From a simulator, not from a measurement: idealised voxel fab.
The name of this process module is voxel ribs on slabs.
Cross-section cut: width 275 nm, square cells of 5 nm.
Throughout this document, each cross-section is represented as a grid of square cells and is presented as a sequence of bands enumerated from the top downward, where a band comprises one or more rows of cells.
What a band's entry tells you: where the top is and where the bottom is, as heights in nm, and after that what lies inside, material by material from left to right, each with its width in nm. Empty space is written as the word "empty", and a single material marked with the word "edge to edge" occupies the band from edge to edge.
Convention: height 0 is the level below which the wafer, as received, is all one material. The lowest band does not terminate at the bottom but continues downward, represented as "0..down".
So if you see something like "30->40" for the width, read it as the top row of the band sitting at the first number and the bottom row at the second, with every row in between moving by the same amount as the last.
Given "nothing was modified" for a step, no cell of the cross-section differs between before and after that step.
"Closed void list" enumerates empty spaces isolated from the top, with no open way to it, that contain at least 8 cells, giving each as width x height at distance from the left edge, all three in nm.
On a step's line, text after the settings is the simulator commenting on that step.
overlay nm: how far to the right of its planned place the mask lay on this masked step (negative: to the left).
Reading key. Pairs: pre-step and post-step cross-section, one process step apart; post-step view only to lowest changed band. Step between + settings: beneath pair. Runs: pairs may be from different runs of this module, same starting wafer. Continuation from pair above: only where "Prior to processing" entry says.

# Prior to processing
* 95..80  115 nm empty / 40 nm aC / 120 nm empty
* 80..70  115 nm empty / 40 nm TiN / 120 nm empty
* 70..55  SiO2 edge to edge
* 55..45  120 nm SiO2 / 30 nm SiN / 125 nm SiO2
* 45..30  95 nm SiO2 / 60 nm SiN / 120 nm SiO2
* 30..0  SiO2 edge to edge
* 0..down  Si edge to edge
* Closed void list: none

# Cut View, Post-Step
* 80..70  115 nm empty / 40 nm TiN / 120 nm empty
* All layers under 70 are left as they were.
* Closed void list: none
Between before and after above, the operation and settings are STRIP [etch materials aC]

Prior to processing: after-state, pair directly above.

# Cut View, Post-Step
* 85..80  110 nm empty / 50 nm SiO2 / 115 nm empty
* 80..75  110 nm empty / 5 nm SiO2 / 40 nm TiN / 5 nm SiO2 / 115 nm empty
* 75..70  115 nm SiO2 / 40 nm TiN / 120 nm SiO2
* All layers under 70 are left as they were.
* Closed void list: none
Between before and after above, the operation and settings are CONFORMAL_DEP [material SiO2] [thk nm 5]

# Prior to processing
* 70..55  SiO2 edge to edge
* 55..45  120 nm SiO2 / 30 nm SiN / 125 nm SiO2
* 45..30  105 nm SiO2 / 60 nm SiN / 110 nm SiO2
* 30..0  SiO2 edge to edge
* 0..down  Si edge to edge
* Closed void list: none

# Cut View, Post-Step
* 80..70  SiN edge to edge
* All layers under 70 are left as they were.
* Closed void list: none
Between before and after above, the operation and settings are DIRECTIONAL_DEP [material SiN] [thk nm 10]

Prior to processing: after-state, pair directly above.

# Cut View, Post-Step
* 95..80  aC edge to edge
* All layers under 80 are left as they were.
* Closed void list: none
Between before and after above, the operation and settings are DIRECTIONAL_DEP [material aC] [thk nm 15]

Prior to processing: after-state, pair directly above.

# Cut View, Post-Step
* 130..95  115 nm empty / 40 nm resist / 120 nm empty
* All layers under 95 are left as they were.
* Closed void list: none
Between before and after above, the operation and settings are PATTERN [tone cover] [mask id HEATER] [material resist] [width nm 40] [thk nm 35] [overlay nm 0]

Prior to processing: after-state, pair directly above.

# Cut View, Post-Step
* 115..95  115 nm empty / 40 nm resist / 120 nm empty
* 95..80  115 nm empty / 40 nm aC / 120 nm empty
* All layers under 80 are left as they were.
* Closed void list: none
Between before and after above, the operation and settings are DIRECTIONAL_ETCH [etch materials aC] [depth nm 15]

Prior to processing: after-state, pair directly above.

# Cut View, Post-Step
* 95..80  115 nm empty / 40 nm aC / 120 nm empty
* All layers under 80 are left as they were.
* Closed void list: none
Between before and after above, the operation and settings are STRIP [etch materials resist]

Prior to processing: after-state, pair directly above.

# Cut View, Post-Step
* 80..70  SiN edge to edge
* All layers under 70 are left as they were.
* Closed void list: none
Between before and after above, the operation and settings are STRIP [etch materials aC]

Prior to processing: after-state, pair directly above.

# Cut View, Post-Step
* 85..80  SiO2 edge to edge
* All layers under 80 are left as they were.
* Closed void list: none
Between before and after above, the operation and settings are CONFORMAL_DEP [material SiO2] [thk nm 5]

# Prior to processing
* 55..30  SiN edge to edge
* 30..0  SiO2 edge to edge
* 0..down  Si edge to edge
* Closed void list: none

# Cut View, Post-Step
* 75..55  120 nm resist / 30 nm empty / 125 nm resist
* All layers under 55 are left as they were.
* Closed void list: none
Between before and after above, the operation and settings are PATTERN [tone open] [mask id RIB] [material resist] [width nm 30] [thk nm 20] [overlay nm 0]

Prior to processing: after-state, pair directly above.

# Cut View, Post-Step
* 75..55  120 nm resist / 30 nm empty / 125 nm resist
* 55..45  120 nm SiN / 30 nm empty / 125 nm SiN
* All layers under 45 are left as they were.
* Closed void list: none
Between before and after above, the operation and settings are DIRECTIONAL_ETCH [etch materials SiN] [depth nm 10]

Prior to processing: after-state, pair directly above.

# Cut View, Post-Step
* 55..45  120 nm SiN / 30 nm empty / 125 nm SiN
* All layers under 45 are left as they were.
* Closed void list: none
Between before and after above, the operation and settings are STRIP [etch materials resist]

Prior to processing: after-state, pair directly above.

# Cut View, Post-Step
* 65..55  120 nm aC / 30 nm empty / 125 nm aC
* 55..45  120 nm SiN / 30 nm aC / 125 nm SiN
* All layers under 45 are left as they were.
* Closed void list: none
Between before and after above, the operation and settings are DIRECTIONAL_DEP [material aC] [thk nm 10]

Prior to processing: after-state, pair directly above.

# Cut View, Post-Step
* 95..65  105 nm empty / 60 nm resist / 110 nm empty
* 65..55  120 nm aC / 30 nm resist / 125 nm aC
* All layers under 55 are left as they were.
* Closed void list: none
Between before and after above, the operation and settings are PATTERN [tone cover] [mask id SLAB] [material resist] [width nm 60] [thk nm 30] [overlay nm 0]

Prior to processing: after-state, pair directly above.

# Cut View, Post-Step
* 85..65  105 nm empty / 60 nm resist / 110 nm empty
* 65..55  105 nm empty / 15 nm aC / 30 nm resist / 15 nm aC / 110 nm empty
* All layers under 55 are left as they were.
* Closed void list: none
Between before and after above, the operation and settings are DIRECTIONAL_ETCH [etch materials aC] [depth nm 10]

Prior to processing: after-state, pair directly above.

# Cut View, Post-Step
* 65..55  105 nm empty / 15 nm aC / 30 nm empty / 15 nm aC / 110 nm empty
* All layers under 55 are left as they were.
* Closed void list: none
Between before and after above, the operation and settings are STRIP [etch materials resist]

Prior to processing: after-state, pair directly above.

# Cut View, Post-Step
* 65..55  105 nm empty / 15 nm aC / 30 nm empty / 15 nm aC / 110 nm empty
* 55..45  105 nm empty / 15 nm SiN / 30 nm aC / 15 nm SiN / 110 nm empty
* 45..40  105 nm empty / 60 nm SiN / 110 nm empty
* All layers under 40 are left as they were.
* Closed void list: none
Between before and after above, the operation and settings are DIRECTIONAL_ETCH [etch materials SiN] [depth nm 15]

Prior to processing: after-state, pair directly above.

# Cut View, Post-Step
* 55..45  105 nm empty / 15 nm SiN / 30 nm empty / 15 nm SiN / 110 nm empty
* All layers under 45 are left as they were.
* Closed void list: none
Between before and after above, the operation and settings are STRIP [etch materials aC]

Prior to processing: after-state, pair directly above.

# Cut View, Post-Step
* 75..55  SiO2 edge to edge
* 55..45  105 nm SiO2 / 15 nm SiN / 30 nm SiO2 / 15 nm SiN / 110 nm SiO2
* 45..40  105 nm SiO2 / 60 nm SiN / 110 nm SiO2
* All layers under 40 are left as they were.
* Closed void list: none
Between before and after above, the operation and settings are FILL_DEP [material SiO2] [thk nm 20]

Prior to processing: after-state, pair directly above.

# Cut View, Post-Step
* 70..55  SiO2 edge to edge
* All layers under 55 are left as they were.
* Closed void list: none
Between before and after above, the operation and settings are CMP [height nm 70]

Prior to processing: after-state, pair directly above.

# Cut View, Post-Step
* 80..70  TiN edge to edge
* All layers under 70 are left as they were.
* Closed void list: none
Between before and after above, the operation and settings are DIRECTIONAL_DEP [material TiN] [thk nm 10]

Prior to processing: after-state, pair directly above.

# Cut View, Post-Step
* 95..80  aC edge to edge
* All layers under 80 are left as they were.
* Closed void list: none
Between before and after above, the operation and settings are DIRECTIONAL_DEP [material aC] [thk nm 15]

Prior to processing: after-state, pair directly above.

# Cut View, Post-Step
* 130..95  115 nm empty / 40 nm resist / 120 nm empty
* All layers under 95 are left as they were.
* Closed void list: none
Between before and after above, the operation and settings are PATTERN [tone cover] [mask id HEATER] [material resist] [width nm 40] [thk nm 35] [overlay nm 0]

Prior to processing: after-state, pair directly above.

# Cut View, Post-Step
* 115..95  115 nm empty / 40 nm resist / 120 nm empty
* 95..80  115 nm empty / 40 nm aC / 120 nm empty
* All layers under 80 are left as they were.
* Closed void list: none
Between before and after above, the operation and settings are DIRECTIONAL_ETCH [etch materials aC] [depth nm 15]

Prior to processing: after-state, pair directly above.

# Cut View, Post-Step
* 95..80  115 nm empty / 40 nm aC / 120 nm empty
* All layers under 80 are left as they were.
* Closed void list: none
Between before and after above, the operation and settings are STRIP [etch materials resist]

Prior to processing: after-state, pair directly above.

# Cut View, Post-Step
* 95..80  115 nm empty / 40 nm aC / 120 nm empty
* 80..70  115 nm empty / 40 nm TiN / 120 nm empty
* All layers under 70 are left as they were.
* Closed void list: none
Between before and after above, the operation and settings are DIRECTIONAL_ETCH [etch materials TiN] [depth nm 10]

Prior to processing: after-state, pair directly above.

# Cut View, Post-Step
* 80..70  115 nm empty / 40 nm TiN / 120 nm empty
* All layers under 70 are left as they were.
* Closed void list: none
Between before and after above, the operation and settings are STRIP [etch materials aC]

Prior to processing: after-state, pair directly above.

# Cut View, Post-Step
* 85..80  110 nm empty / 50 nm SiO2 / 115 nm empty
* 80..75  110 nm empty / 5 nm SiO2 / 40 nm TiN / 5 nm SiO2 / 115 nm empty
* 75..70  115 nm SiO2 / 40 nm TiN / 120 nm SiO2
* All layers under 70 are left as they were.
* Closed void list: none
Between before and after above, the operation and settings are CONFORMAL_DEP [material SiO2] [thk nm 5]
